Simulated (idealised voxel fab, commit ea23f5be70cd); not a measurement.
Process module heading - voxel released beams
Section cut is 160 nm wide and gridded with 5 nm square cells.
Each cross-section below is a grid of square cells, stated as bands in top-down order, with one or more rows of cells making up each band.
Band: top and bottom heights (nm) first, top before bottom; then materials from left to right, widths in nm. "everywhere" marks a sole material filling the band edge to edge. "air" denotes empty space.
Height datum 0, below which the as-received substrate wafer is one material. Lowest band open at the bottom, running downward: "from 0 down".
Read "30..40" as a graded width: first number on top, second number at the bottom, same change between each pair of neighbouring rows.
What does "nothing was modified" mean for a step? It means no cell of the cross-section changed in that step.
Reported under the label "Closed internal voids" are the empty spaces having no open way to the top and comprising 8 cells or more; the notation for each is width x height at distance, in which the distance is measured from the left edge and all three values are in nm.
after a step's settings: what the simulator itself notes on the step
You can add "overlay nm" to a step's line. For a step with a mask, it describes how far the mask lay to the right of its planned position, and a negative number describes a lay to the left.

**List of planned process steps**
1: RECEIVE, material Si
2: CONFORMAL_DEP, material Al2O3, thk nm 5
3: DIRECTIONAL_DEP, material SiO2, thk nm 20
4: DIRECTIONAL_DEP, material aC, thk nm 15
5: PATTERN, tone open, mask id ANCHOR, material resist, width nm 35, thk nm 30, overlay nm 0
6: DIRECTIONAL_ETCH, etch materials aC, depth nm 15
7: STRIP, etch materials resist
8: DIRECTIONAL_ETCH, etch materials SiO2, depth nm 20
9: STRIP, etch materials aC
10: CONFORMAL_DEP, material W, thk nm 10
11: DIRECTIONAL_DEP, material aC, thk nm 10
12: PATTERN, tone cover, mask id BEAM, material resist, width nm 110, thk nm 30, overlay nm -5
13: DIRECTIONAL_ETCH, etch materials aC, depth nm 10
14: STRIP, etch materials resist
15: DIRECTIONAL_ETCH, etch materials W, depth nm 10
16: STRIP, etch materials aC
17: STRIP, etch materials SiO2
For clarity, it should be stated that the wafers under discussion commence in an identical condition and differ with respect to the overlay nm of step 12, the plan indicating the value that the first wafer had.

**As-received state after step 1, first of several wafers, cross-section**
	from 0 down  Si everywhere
	Closed internal voids: none

**Take any row and you have a wafer at the end of the module: how many cells of each material it has gained (+) or lost (-) since it was received, and then its closed voids**
overlay nm -5; +32 Al2O3; +60 W; Closed internal voids: none
overlay nm 0; +32 Al2O3; +60 W; Closed internal voids: none
overlay nm 5; +32 Al2O3; +60 W; Closed internal voids: none
overlay nm 10; +32 Al2O3; +60 W; Closed internal voids: none
overlay nm 15; +32 Al2O3; +60 W; Closed internal voids: none
